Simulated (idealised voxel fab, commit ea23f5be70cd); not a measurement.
A process module follows: voxel spacer lines.
It is cross-section cut that appears here, measuring 280 nm in width, its square cells being 5 nm in size.
A cross-section is a grid of square cells, given in bands from the top down. A band is one or more rows of cells. Read a band's entry like this: the first values are the height of its top and the height of its bottom in nm, and what follows is the sequence of materials from left to right, each with its width in nm. Note that "empty" is empty space, and that a single material marked "everywhere" reaches across the band from edge to edge. Heights are reckoned from 0. Under this level, the received wafer is all of one material. The bottommost band is open-ended downward, for example "0 and below". The width entry "30 to 40" should be interpreted row by row: the top row of cells in the band takes the first number, the bottom row takes the second number, and the change between adjacent rows is uniform throughout. "left unchanged" for a step: no cell of the cross-section changed in that step. The entry titled "Closed void table" provides the empty spaces that have no open way to the top, restricted to those of 8 cells or more. Each is presented as width x height at distance, the distance being measured from the left edge, with all three in nm. Read whatever lies past the settings on a step's line as the simulator's own remark about the step. Steps that use a mask can have "overlay nm" on their line. It says how far the mask sat to the right of where it was meant to be. Negative means to the left.

## These are the steps we planned for the process
| 1 | op RECEIVE | material Si |
| 2 | op CONFORMAL_DEP | material SiO2 | thk nm 5 |
| 3 | op DIRECTIONAL_DEP | material TiN | thk nm 10 |
| 4 | op DIRECTIONAL_DEP | material polySi | thk nm 25 |
| 5 | op PATTERN | tone cover | mask id MANDREL | material resist | width nm 15 | pitch nm 50 | thk nm 30 | overlay nm 0 |
| 6 | op DIRECTIONAL_ETCH | etch materials polySi | depth nm 25 |
| 7 | op STRIP | etch materials resist |
| 8 | op CONFORMAL_DEP | material SiN | thk nm 10 |
| 9 | op DIRECTIONAL_ETCH | etch materials SiN | depth nm 10 |
| 10 | op STRIP | etch materials polySi |
| 11 | op DIRECTIONAL_ETCH | etch materials TiN | depth nm 10 |
| 12 | op STRIP | etch materials SiN |

## Wafer cross-section on receipt, i.e. after step 1
* 0 and below  Si everywhere
* Closed void table: none

## Cross-section at module end, one run error; start and plan unchanged from above
* 15 down to 5  80 empty, then 15 TiN, then 35 empty, then 15 TiN, then 35 empty, then 15 TiN, then 85 empty
* 5 down to 0  SiO2 everywhere
* 0 and below  Si everywhere
* Closed void table: none
Short version of what went wrong: the process deviated at step 5: the operation and settings actually run there were op PATTERN | tone open | mask id MANDREL | material resist | width nm 15 | pitch nm 50 | thk nm 30 | overlay nm 0
